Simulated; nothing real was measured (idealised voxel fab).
The following is a process module called voxel capacitor over wiring.
FYI the section here is cut, 180 nm wide, cells are 5 nm squares.
If you're reading a cross-section in this doc, picture square cells in a grid; it comes to you as bands, top ones listed first down to the bottom, and a band can be one or more rows of cells.
Heads up on the band format: heights come first, top then bottom, in nm. After that it's the materials left to right, each with its width in nm. A single material flagged "everywhere" fills the whole band edge to edge, and "empty" means there's empty space there.
For the purposes of this specification, 0 denotes the height below which the wafer in its as-received condition is composed wholly of one material, and the lowermost band, lacking a lower limit, extends downward without end, as expressed in "0..down".
With a width like "30->40", each row of cells in the band differs from the next by the same amount, the top row carrying the first number and the bottom row the second.
The designation "no alteration", where it is given for a processing step, indicates that no cell of the cross-section was altered in the course of that step.
Each empty space that has no open way to the top and spans at least 8 cells appears under "Enclosed empty spaces" as width x height at distance, the distance counted from the left edge, all in nm.
What comes after the settings on a step's line is commentary from the simulator itself on that step.
The line of a step may include "overlay nm". On a step with a mask, this value is how far to the right of its planned place the mask lay. A negative value means the mask lay to the left.
The planned process steps are enumerated hereunder
1 RECEIVE (material Si)
2 CONFORMAL_DEP (material SiO2; thk nm 15)
3 CONFORMAL_DEP (material SiN; thk nm 5)
4 DIRECTIONAL_DEP (material lowk; thk nm 15)
5 PATTERN (tone open; mask id METAL_1; material resist; width nm 30; pitch nm 85; thk nm 20; overlay nm 0)
6 DIRECTIONAL_ETCH (etch materials lowk; depth nm 15)
7 DIRECTIONAL_ETCH (etch materials SiN; depth nm 5)
8 STRIP (etch materials resist)
9 CONFORMAL_DEP (material TiN; thk nm 5)
10 FILL_DEP (material Ru; thk nm 10)
11 CMP (height nm 35)
12 CONFORMAL_DEP (material SiCN; thk nm 5)
13 DIRECTIONAL_DEP (material lowk; thk nm 15)
14 DIRECTIONAL_DEP (material aC; thk nm 10)
15 PATTERN (tone open; mask id PLUG_1; material resist; width nm 15; thk nm 25; overlay nm 0)
16 DIRECTIONAL_ETCH (etch materials aC; depth nm 10)
17 STRIP (etch materials resist)
18 DIRECTIONAL_ETCH (etch materials lowk; depth nm 15)
19 DIRECTIONAL_ETCH (etch materials SiCN; depth nm 5)
20 STRIP (etch materials aC)
21 CONFORMAL_DEP (material TiN; thk nm 5)
22 FILL_DEP (material W; thk nm 10)
23 CMP (height nm 55)
24 DIRECTIONAL_DEP (material TiN; thk nm 5)
25 DIRECTIONAL_DEP (material Al2O3; thk nm 5)
26 DIRECTIONAL_DEP (material TiN; thk nm 10)
27 PATTERN (tone cover; mask id UPPER_PLATE; material resist; width nm 60; thk nm 15; overlay nm 0)
28 DIRECTIONAL_ETCH (etch materials TiN; depth nm 10)
29 DIRECTIONAL_ETCH (etch materials Al2O3; depth nm 5)
30 STRIP (etch materials resist)
31 MASKED_ETCH (tone cover; mask id LOWER_PLATE; width nm 70; etch materials TiN; depth nm 5; overlay nm 0)
32 FILL_DEP (material SiO2; thk nm 20)
33 CMP (height nm 90)
34 MASKED_ETCH (tone open; mask id PLUG_2; width nm 15; etch materials SiO2; depth nm 15; overlay nm 0)
35 CONFORMAL_DEP (material TiN; thk nm 5)
36 FILL_DEP (material W; thk nm 10)
37 CMP (height nm 90)
38 CONFORMAL_DEP (material SiN; thk nm 5)
First of two wafers, with the run carried out as planned
Cross-section, incoming material, after step 1
* 0..down | Si everywhere
* Enclosed empty spaces: none
Wafer section view after processing step 2
* 15..0 | SiO2 everywhere
* No changes below 0.
Wafer section view after processing step 3
* 20..15 | SiN everywhere
* No changes below 15.
Wafer section view after processing step 4
* 35..20 | lowk everywhere
* No changes below 20.
Wafer section view after processing step 5
* 55..35 | resist 30  empty 30  resist 55  empty 30  resist 35
* No changes below 35.
Wafer section view after processing step 6
* 55..35 | resist 30  empty 30  resist 55  empty 30  resist 35
* 35..20 | lowk 30  empty 30  lowk 55  empty 30  lowk 35
* No changes below 20.
Wafer section view after processing step 7
* 55..35 | resist 30  empty 30  resist 55  empty 30  resist 35
* 35..20 | lowk 30  empty 30  lowk 55  empty 30  lowk 35
* 20..15 | SiN 30  empty 30  SiN 55  empty 30  SiN 35
* No changes below 15.
Wafer section view after processing step 8
* 35..20 | lowk 30  empty 30  lowk 55  empty 30  lowk 35
* No changes below 20.
Wafer section view after processing step 9
* 40..35 | TiN 35  empty 20  TiN 65  empty 20  TiN 40
* 35..20 | lowk 30  TiN 5  empty 20  TiN 5  lowk 55  TiN 5  empty 20  TiN 5  lowk 35
* 20..15 | SiN 30  TiN 30  SiN 55  TiN 30  SiN 35
* No changes below 15.
Wafer section view after processing step 10
* 50..40 | Ru everywhere
* 40..35 | TiN 35  Ru 20  TiN 65  Ru 20  TiN 40
* 35..20 | lowk 30  TiN 5  Ru 20  TiN 5  lowk 55  TiN 5  Ru 20  TiN 5  lowk 35
* No changes below 20.
Wafer section view after processing step 11
* 35..20 | lowk 30  TiN 5  Ru 20  TiN 5  lowk 55  TiN 5  Ru 20  TiN 5  lowk 35
* No changes below 20.
Wafer section view after processing step 12
* 40..35 | SiCN everywhere
* No changes below 35.
Wafer section view after processing step 13
* 55..40 | lowk everywhere
* No changes below 40.
Wafer section view after processing step 14
* 65..55 | aC everywhere
* No changes below 55.
Wafer section view after processing step 15
* 90..65 | resist 45  empty 15  resist 120
* No changes below 65.
Wafer section view after processing step 16
* 80..65 | resist 45  empty 15  resist 120
* 65..55 | aC 45  empty 15  aC 120
* No changes below 55.
Wafer section view after processing step 17
* 65..55 | aC 45  empty 15  aC 120
* No changes below 55.
Wafer section view after processing step 18
* 65..55 | aC 45  empty 15  aC 120
* 55..40 | lowk 45  empty 15  lowk 120
* No changes below 40.
Wafer section view after processing step 19
* 65..55 | aC 45  empty 15  aC 120
* 55..40 | lowk 45  empty 15  lowk 120
* 40..35 | SiCN 45  empty 15  SiCN 120
* No changes below 35.
Wafer section view after processing step 20
* 55..40 | lowk 45  empty 15  lowk 120
* No changes below 40.
Wafer section view after processing step 21
* 60..55 | TiN 50  empty 5  TiN 125
* 55..40 | lowk 45  TiN 5  empty 5  TiN 5  lowk 120
* 40..35 | SiCN 45  TiN 15  SiCN 120
* No changes below 35.
Wafer section view after processing step 22
* 70..60 | W everywhere
* 60..55 | TiN 50  W 5  TiN 125
* 55..40 | lowk 45  TiN 5  W 5  TiN 5  lowk 120
* No changes below 40.
Wafer section view after processing step 23
* 55..40 | lowk 45  TiN 5  W 5  TiN 5  lowk 120
* No changes below 40.
Wafer section view after processing step 24
* 60..55 | TiN everywhere
* No changes below 55.
Wafer section view after processing step 25
* 65..60 | Al2O3 everywhere
* No changes below 60.
Wafer section view after processing step 26
* 75..65 | TiN everywhere
* No changes below 65.
Wafer section view after processing step 27
* 90..75 | empty 45  resist 60  empty 75
* No changes below 75.
Wafer section view after processing step 28
* 90..75 | empty 45  resist 60  empty 75
* 75..65 | empty 45  TiN 60  empty 75
* No changes below 65.
Wafer section view after processing step 29
* 90..75 | empty 45  resist 60  empty 75
* 75..65 | empty 45  TiN 60  empty 75
* 65..60 | empty 45  Al2O3 60  empty 75
* No changes below 60.
Wafer section view after processing step 30
* 75..65 | empty 45  TiN 60  empty 75
* No changes below 65.
Wafer section view after processing step 31
* 75..65 | empty 45  TiN 60  empty 75
* 65..60 | empty 45  Al2O3 60  empty 75
* 60..55 | empty 40  TiN 70  empty 70
* No changes below 55.
Wafer section view after processing step 32
* 95..75 | SiO2 everywhere
* 75..65 | SiO2 45  TiN 60  SiO2 75
* 65..60 | SiO2 45  Al2O3 60  SiO2 75
* 60..55 | SiO2 40  TiN 70  SiO2 70
* No changes below 55.
Wafer section view after processing step 33
* 90..75 | SiO2 everywhere
* No changes below 75.
Wafer section view after processing step 34
* 90..75 | SiO2 55  empty 15  SiO2 110
* No changes below 75.
Wafer section view after processing step 35
* 95..90 | TiN 60  empty 5  TiN 115
* 90..80 | SiO2 55  TiN 5  empty 5  TiN 5  SiO2 110
* 80..75 | SiO2 55  TiN 15  SiO2 110
* No changes below 75.
Wafer section view after processing step 36
* 105..95 | W everywhere
* 95..90 | TiN 60  W 5  TiN 115
* 90..80 | SiO2 55  TiN 5  W 5  TiN 5  SiO2 110
* No changes below 80.
Wafer section view after processing step 37
* 90..80 | SiO2 55  TiN 5  W 5  TiN 5  SiO2 110
* No changes below 80.
Wafer section view after processing step 38
* 95..90 | SiN everywhere
* No changes below 90.
The remaining wafer, second of the two, started like the first and was run to the same plan, except that one mistake was made along the way; the two coincide through step 30, inclusive
Cross-section of the second wafer at the time step 31 of the plan should have ended
* 75..65 | empty 45  TiN 60  empty 75
* 65..60 | empty 45  Al2O3 60  empty 75
* 60..55 | empty 45  TiN 60  empty 75
* No changes below 55.
Cross-section of the second wafer at the time step 32 of the plan should have ended
* 95..75 | SiO2 everywhere
* 75..65 | SiO2 45  TiN 60  SiO2 75
* 65..60 | SiO2 45  Al2O3 60  SiO2 75
* 60..55 | SiO2 45  TiN 60  SiO2 75
* No changes below 55.
Cross-section of the second wafer at the time step 33 of the plan should have ended
* 90..75 | SiO2 everywhere
* No changes below 75.
Cross-section of the second wafer at the time step 34 of the plan should have ended
* 90..75 | SiO2 55  empty 15  SiO2 110
* No changes below 75.
Cross-section of the second wafer at the time step 35 of the plan should have ended
* 95..90 | TiN 60  empty 5  TiN 115
* 90..80 | SiO2 55  TiN 5  empty 5  TiN 5  SiO2 110
* 80..75 | SiO2 55  TiN 15  SiO2 110
* No changes below 75.
Cross-section of the second wafer at the time step 36 of the plan should have ended
* 105..95 | W everywhere
* 95..90 | TiN 60  W 5  TiN 115
* 90..80 | SiO2 55  TiN 5  W 5  TiN 5  SiO2 110
* No changes below 80.
Cross-section of the second wafer at the time step 37 of the plan should have ended
* 90..80 | SiO2 55  TiN 5  W 5  TiN 5  SiO2 110
* No changes below 80.
Cross-section of the second wafer at the time step 38 of the plan should have ended
* 95..90 | SiN everywhere
* No changes below 90.
Nonconformance to the process plan: so step 31 ended up running with a different setting than we planned, it ran as MASKED_ETCH (tone cover; mask id LOWER_PLATE; width nm 60; etch materials TiN; depth nm 5; overlay nm 0)
FYI, end of process, the second wafer has more or fewer cells of some materials than the first: +2 SiO2 | -2 TiN
